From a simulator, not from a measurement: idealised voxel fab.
The name of this process module is voxel fin reveal.
210 nm wide, 5 nm square cells: that's cross-section cut.
Bands, listed from the top down, are how a cross-section gets written in this document; the cross-section itself is a grid of square cells, and a band is one or more rows of them. Quick guide to a band line: top height, bottom height (nm) up front; then every material left to right with its width in nm. Only one material and it's marked "everywhere"? Then it fills the band edge to edge. And "air" just means empty space. All heights in this document are referenced to 0, defined as the level beneath which the wafer, as received, consists entirely of one material. The lowest band is not bounded below; it extends indefinitely downward and is written in the form "top 0, no bottom". A two-number width, for instance "30 to 40", indicates that the width is equal to the first number in the top row of the band and to the second number in the bottom row, and that it changes by a constant amount per row of cells. "nothing was modified", as given for a step, is the statement that not any cell of the cross-section underwent a change during that step. What "Fully closed voids" gives you is every empty space of 8 cells or more that is cut off from the top. Each appears as width x height at distance, with the distance taken from the left edge and width, height and distance all in nm. Read whatever lies past the settings on a step's line as the simulator's own remark about the step. overlay nm: on a step with a mask, how far right of its planned place the mask lay; negative means left.

## The process steps that were planned are listed below
1: op RECEIVE | material Si
2: op CONFORMAL_DEP | material SiN | thk nm 10
3: op MASKED_ETCH | tone cover | mask id FINS | width nm 15 | pitch nm 40 | etch materials SiN | depth nm 10 | overlay nm 0
4: op MASKED_ETCH | tone cover | mask id FINS | width nm 15 | pitch nm 40 | etch materials Si | depth nm 40 | overlay nm 0
5: op FILL_DEP | material SiO2 | thk nm 10
6: op CMP | height nm 10
7: op SELECTIVE_ETCH | etch materials SiO2 | depth nm 35
8: op STRIP | etch materials SiN

## Here's what the wafer looked like in cross-section when it arrived - that's after step 1
* top 0, no bottom  Si everywhere
* Fully closed voids: none

## The first of the two wafers as seen in cross-section once the module was finished; processing followed the plan
* top 0, bottom -25  air (75) | Si (15) | air (25) | Si (15) | air (80)
* top -25, bottom -40  SiO2 (75) | Si (15) | SiO2 (25) | Si (15) | SiO2 (80)
* top -40, no bottom  Si everywhere
* Fully closed voids: none

## Module end: cross-section of wafer two of two. Same start and process plan as the first wafer. One mistake during execution
* top 10, bottom 0  air (75) | SiN (15) | air (25) | SiN (15) | air (80)
* top 0, bottom -25  air (75) | Si (15) | air (25) | Si (15) | air (80)
* top -25, bottom -40  SiO2 (75) | Si (15) | SiO2 (25) | Si (15) | SiO2 (80)
* top -40, no bottom  Si everywhere
* Fully closed voids: none
Deviation from plan: plan step 8 was not performed, having been skipped
It is noted that, at the conclusion of processing, the second wafer exhibits a higher or lower cell count for certain materials relative to the first: SiN: 12 more
